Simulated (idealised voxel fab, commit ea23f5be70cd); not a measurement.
The name of this process module is voxel ribs on slabs.
In the cross-section labelled cut, the width is 260 nm and each square cell is 5 nm.
Cross-section format: a grid of square cells, given as bands from top to bottom; each band is one or more rows of cells.
Top, bottom (nm), then materials left to right with widths (nm); lone material tagged "everywhere" fills the whole band edge to edge; "air" = empty space.
Basically, 0 is our baseline, since under it the wafer straight out of the box is all one material. The bottom band has no lower end and keeps on going down, so it looks like "top 0, no bottom".
Quick explanation for "30..40": the width changes in equal steps down the rows of cells, from the first number in the band's top row to the second number in its bottom row.
Where the words "no modifications" appear for a step, the cross-section shows no cell changed by that step; every cell remained as before.
The list in "Trapped void list" covers empty spaces of 8 cells or more that cannot reach the top through any open way, and it gives each as width x height at distance; the distance is from the left edge, and width, height and distance are in nm.
On a step's line, text after the settings is the simulator commenting on that step.
"overlay nm", when on a step's line for a step with a mask, measures how far to the right of its planned place the mask lay; a negative measure means to the left.
Intended process steps
1: RECEIVE,material Si
2: DIRECTIONAL_DEP,material SiO2,thk nm 20
3: DIRECTIONAL_DEP,material polySi,thk nm 25
4: MASKED_ETCH,tone cover,mask id RIB,width nm 15,etch materials polySi,depth nm 20,overlay nm 0
5: PATTERN,tone cover,mask id SLAB,material resist,width nm 75,thk nm 20,overlay nm 0
6: DIRECTIONAL_ETCH,etch materials polySi,depth nm 5
7: STRIP,etch materials resist
8: FILL_DEP,material SiO2,thk nm 25
9: CMP,height nm 65
10: DIRECTIONAL_DEP,material W,thk nm 5
11: MASKED_ETCH,tone cover,mask id HEATER,width nm 25,etch materials W,depth nm 5,overlay nm 0
12: CONFORMAL_DEP,material SiN,thk nm 5
So this is the incoming wafer in cross-section - it's already been through step 1
* top 0, no bottom  Si everywhere
* Trapped void list: none
Final cross-section, module run with one mistake (start and plan as above)
* top 75, bottom 70  110 of air | 35 of SiN | 115 of air
* top 70, bottom 65  115 of SiN | 25 of W | 120 of SiN
* top 65, bottom 25  SiO2 everywhere
* top 25, bottom 0  polySi everywhere
* top 0, no bottom  Si everywhere
* Trapped void list: none
Here's what went sideways: the intended sequence of steps 2 and 3 was reversed during processing, with each occupying the position of the other
